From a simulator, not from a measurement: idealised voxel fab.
Module name: voxel transistor to metal (process module)
It is cross-section cut that appears here, measuring 300 nm in width, its square cells being 5 nm in size.
Just so we're on the same page, the cross-sections are grids of square cells, and they're listed out in bands top to bottom, each band one or more rows deep. First you get the band's top height and its bottom height, in nm, and then the materials it's made of, left to right, with each width in nm. If you see a single material with "throughout", that one covers the band edge to edge. "empty" is empty space. Heads up on the height convention: 0 is the point under which the incoming wafer is all one material, and the lowest band has no bottom, it just keeps going down, like "z 0 and below". Quick explanation for "30..40": the width changes in equal steps down the rows of cells, from the first number in the band's top row to the second number in its bottom row. "changes: none" after a step means that no cell of the cross-section changed. Closed-off voids of 8+ cells (no open route to the top) go in "Closed cavity list", written width x height at distance from the left edge, in nm. Step line, after settings: the simulator's comment on this step. For masked steps, "overlay nm" on the step line gives how far right of plan the mask actually lay; a minus sign means it lay to the left.

[These are the steps we planned for the process]
- 1: RECEIVE: material Si
- 2: OXIDIZE: depth nm 5
- 3: CONFORMAL_DEP: material SiN, thk nm 15
- 4: DIRECTIONAL_DEP: material aC, thk nm 15
- 5: PATTERN: tone cover, mask id ACTIVE, material resist, width nm 95, pitch nm 125, thk nm 35, overlay nm 0
- 6: DIRECTIONAL_ETCH: etch materials aC, depth nm 15
- 7: STRIP: etch materials resist
- 8: DIRECTIONAL_ETCH: etch materials SiN, depth nm 15
- 9: DIRECTIONAL_ETCH: etch materials SiO2, depth nm 5
- 10: DIRECTIONAL_ETCH: etch materials Si, depth nm 30
- 11: STRIP: etch materials aC
- 12: FILL_DEP: material SiO2, thk nm 15
- 13: CMP: height nm 15
- 14: SELECTIVE_ETCH: etch materials SiO2, depth nm 10
- 15: STRIP: etch materials SiN
- 16: SELECTIVE_ETCH: etch materials SiO2, depth nm 5
- 17: OXIDIZE: depth nm 5
- 18: DIRECTIONAL_DEP: material polySi, thk nm 20
- 19: DIRECTIONAL_DEP: material SiCN, thk nm 15
- 20: MASKED_ETCH: tone cover, mask id GATE, width nm 25, pitch nm 125, etch materials SiCN, depth nm 25, overlay nm 0
- 21: MASKED_ETCH: tone cover, mask id GATE, width nm 25, pitch nm 125, etch materials polySi, depth nm 30, overlay nm -10
- 22: CONFORMAL_DEP: material SiN, thk nm 10
- 23: DIRECTIONAL_ETCH: etch materials SiN, depth nm 10
- 24: DIRECTIONAL_ETCH: etch materials SiO2, depth nm 5
- 25: EPI: material nSi, thk nm 5
- 26: FILL_DEP: material SiO2, thk nm 5
- 27: CMP: height nm 15
- 28: STRIP: etch materials polySi
- 29: SELECTIVE_ETCH: etch materials SiO2, depth nm 5
- 30: CONFORMAL_DEP: material HfO2, thk nm 5
- 31: CONFORMAL_DEP: material TiN, thk nm 5
- 32: FILL_DEP: material W, thk nm 5
- 33: CMP: height nm 10
- 34: DIRECTIONAL_DEP: material SiO2, thk nm 10
- 35: PATTERN: tone open, mask id CONTACT, material resist, width nm 15, thk nm 20, overlay nm 0
- 36: DIRECTIONAL_ETCH: etch materials SiO2, depth nm 25
- 37: STRIP: etch materials resist
- 38: CONFORMAL_DEP: material TiN, thk nm 5
- 39: FILL_DEP: material Ru, thk nm 10
- 40: CMP: height nm 20
- 41: CONFORMAL_DEP: material SiCN, thk nm 5
- 42: DIRECTIONAL_DEP: material lowk, thk nm 20
- 43: DIRECTIONAL_DEP: material aC, thk nm 10
- 44: PATTERN: tone open, mask id METAL_1, material resist, width nm 15, thk nm 30, overlay nm 0
- 45: DIRECTIONAL_ETCH: etch materials aC, depth nm 10
- 46: STRIP: etch materials resist
- 47: DIRECTIONAL_ETCH: etch materials lowk, depth nm 20
- 48: DIRECTIONAL_ETCH: etch materials SiCN, depth nm 5
- 49: STRIP: etch materials aC
- 50: CONFORMAL_DEP: material TiN, thk nm 5
- 51: FILL_DEP: material Ru, thk nm 10
- 52: CMP: height nm 45
- 53: CONFORMAL_DEP: material SiCN, thk nm 5
- 54: DIRECTIONAL_DEP: material SiO2, thk nm 30
- 55: PATTERN: tone open, mask id METAL_2, material resist, width nm 15, pitch nm 125, thk nm 15, overlay nm 0
- 56: DIRECTIONAL_ETCH: etch materials SiO2, depth nm 15
- 57: STRIP: etch materials resist
- 58: PATTERN: tone open, mask id METAL_2_HOLES, material resist, width nm 15, pitch nm 125, thk nm 20, overlay nm 0
- 59: DIRECTIONAL_ETCH: etch materials SiO2, depth nm 15
- 60: DIRECTIONAL_ETCH: etch materials SiCN, depth nm 5
- 61: STRIP: etch materials resist
- 62: CONFORMAL_DEP: material TiN, thk nm 5
- 63: FILL_DEP: material Ru, thk nm 10
- 64: CMP: height nm 80
- 65: CONFORMAL_DEP: material SiN, thk nm 5
For this document, wafers share an identical start and vary in the step 21 overlay nm; the plan quotes the first wafer's value.

[First of several wafers, received after step 1, in cross-section]
> z 0 and below: Si throughout
> Closed cavity list: none

[End of module, by wafer: material-by-material cell gain (+) or loss (-) since receipt, then closed voids]
overlay nm -10, +30 HfO2, +38 Ru, -230 Si, +102 SiCN, +92 SiN, +636 SiO2, +136 TiN, +12 W, +192 lowk, +12 nSi, Closed cavity list: none
overlay nm -5, +28 HfO2, +44 Ru, -230 Si, +102 SiCN, +92 SiN, +636 SiO2, +134 TiN, +8 W, +192 lowk, +14 nSi, Closed cavity list: none
overlay nm 0, +26 HfO2, +44 Ru, -230 Si, +102 SiCN, +92 SiN, +642 SiO2, +132 TiN, +4 W, +192 lowk, +16 nSi, Closed cavity list: none
overlay nm 5, +28 HfO2, +44 Ru, -230 Si, +102 SiCN, +92 SiN, +636 SiO2, +134 TiN, +8 W, +192 lowk, +14 nSi, Closed cavity list: none
overlay nm 10, +30 HfO2, +38 Ru, -230 Si, +102 SiCN, +92 SiN, +636 SiO2, +136 TiN, +12 W, +192 lowk, +12 nSi, Closed cavity list: none
